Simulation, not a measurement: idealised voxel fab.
Process module heading - voxel gate over fins
This is section cut - it's 250 nm across, gridded in 5 nm square cells.
Heads up, the way a cross-section reads in here is a grid of square cells, handed over as bands from the top down, with every band being one or more rows of cells.
This entry defines a band. It first specifies the height of the band's top and the height of its bottom in nm, and then specifies the band's materials from left to right, stating each material with its width in nm. The word "full width" identifies a single material that fills the band from edge to edge, while the word "air" identifies empty space.
Height datum 0, below which the as-received substrate wafer is one material. Lowest band open at the bottom, running downward: "0 and below".
A width given as "30->40" starts at the first number in the band's top row and ends at the second number in its bottom row, shifting by an equal amount at every step from row to row.
Where the words "no modifications" appear for a step, the cross-section shows no cell changed by that step; every cell remained as before.
Closed-off voids of 8+ cells (no open route to the top) go in "Enclosed void list", written width x height at distance from the left edge, in nm.
If you see something after the settings on a step's line, that's the simulator's own remark about that step.
The optional step-line setting "overlay nm" applies to steps with a mask and quantifies how far to the right of its planned location the mask lay, a negative value indicating leftward placement.
Steps planned for the process
1: op RECEIVE | material Si
2: op CONFORMAL_DEP | material SiN | thk nm 10
3: op PATTERN | tone cover | mask id FINS | material resist | width nm 15 | pitch nm 50 | thk nm 20 | overlay nm 0
4: op DIRECTIONAL_ETCH | etch materials SiN | depth nm 10
5: op DIRECTIONAL_ETCH | etch materials Si | depth nm 30
6: op STRIP | etch materials resist
7: op FILL_DEP | material SiO2 | thk nm 5
8: op CMP | height nm 10
9: op MASKED_ETCH | tone open | mask id RAIL | width nm 15 | etch materials SiO2 | depth nm 35 | overlay nm 0
10: op CONFORMAL_DEP | material TiN | thk nm 5
11: op FILL_DEP | material W | thk nm 10
12: op CMP | height nm 10
13: op SELECTIVE_ETCH | etch materials W Ru TiN | depth nm 30
14: op FILL_DEP | material SiO2 | thk nm 5
15: op CMP | height nm 10
16: op SELECTIVE_ETCH | etch materials SiO2 | depth nm 25
17: op STRIP | etch materials SiN
18: op CONFORMAL_DEP | material HfO2 | thk nm 5
19: op CONFORMAL_DEP | material TiN | thk nm 5
20: op CONFORMAL_DEP | material TiAl | thk nm 5
21: op CONFORMAL_DEP | material TiN | thk nm 5
22: op FILL_DEP | material W | thk nm 15
23: op CMP | height nm 30
24: op CONFORMAL_DEP | material SiCN | thk nm 5
Cross-section: wafer on arrival = after step 1
  0 and below | Si full width
  Enclosed void list: none
a wafer at the end: this start, this plan, one mistake
  35 down to 30 | SiCN full width
  30 down to 20 | W full width
  20 down to 10 | W (45), then TiN (155), then W (50)
  10 down to 5 | W (45), then TiN (10), then TiAl (35), then TiN (15), then TiAl (35), then TiN (15), then TiAl (35), then TiN (10), then W (50)
  5 down to 0 | TiN (55), then TiAl (5), then HfO2 (25), then TiAl (5), then TiN (15), then TiAl (5), then HfO2 (25), then TiAl (5), then TiN (15), then TiAl (5), then HfO2 (25), then TiAl (5), then TiN (60)
  0 down to -5 | TiN (55), then TiAl (5), then HfO2 (5), then Si (15), then HfO2 (5), then TiAl (5), then TiN (15), then TiAl (5), then HfO2 (5), then Si (15), then HfO2 (5), then TiAl (5), then TiN (15), then TiAl (5), then HfO2 (5), then Si (15), then HfO2 (5), then TiAl (5), then TiN (60)
  -5 down to -10 | TiAl (60), then HfO2 (5), then Si (15), then HfO2 (5), then TiAl (25), then HfO2 (5), then Si (15), then HfO2 (5), then TiAl (25), then HfO2 (5), then Si (15), then HfO2 (5), then TiAl (65)
  -10 down to -15 | HfO2 (65), then Si (15), then HfO2 (35), then Si (15), then HfO2 (35), then Si (15), then HfO2 (70)
  -15 down to -20 | SiO2 (65), then Si (15), then SiO2 (35), then Si (15), then SiO2 (35), then Si (15), then SiO2 (70)
  -20 down to -25 | SiO2 (65), then Si (15), then SiO2 (10), then TiN (15), then SiO2 (10), then Si (15), then SiO2 (35), then Si (15), then SiO2 (70)
  -25 down to -30 | SiO2 (65), then Si (15), then SiO2 (35), then Si (15), then SiO2 (35), then Si (15), then SiO2 (70)
  -30 and below | Si full width
  Enclosed void list: none
Nonconformance to the process plan: so 19 and 20 got swapped relative to the plan, each ran where the other was supposed to
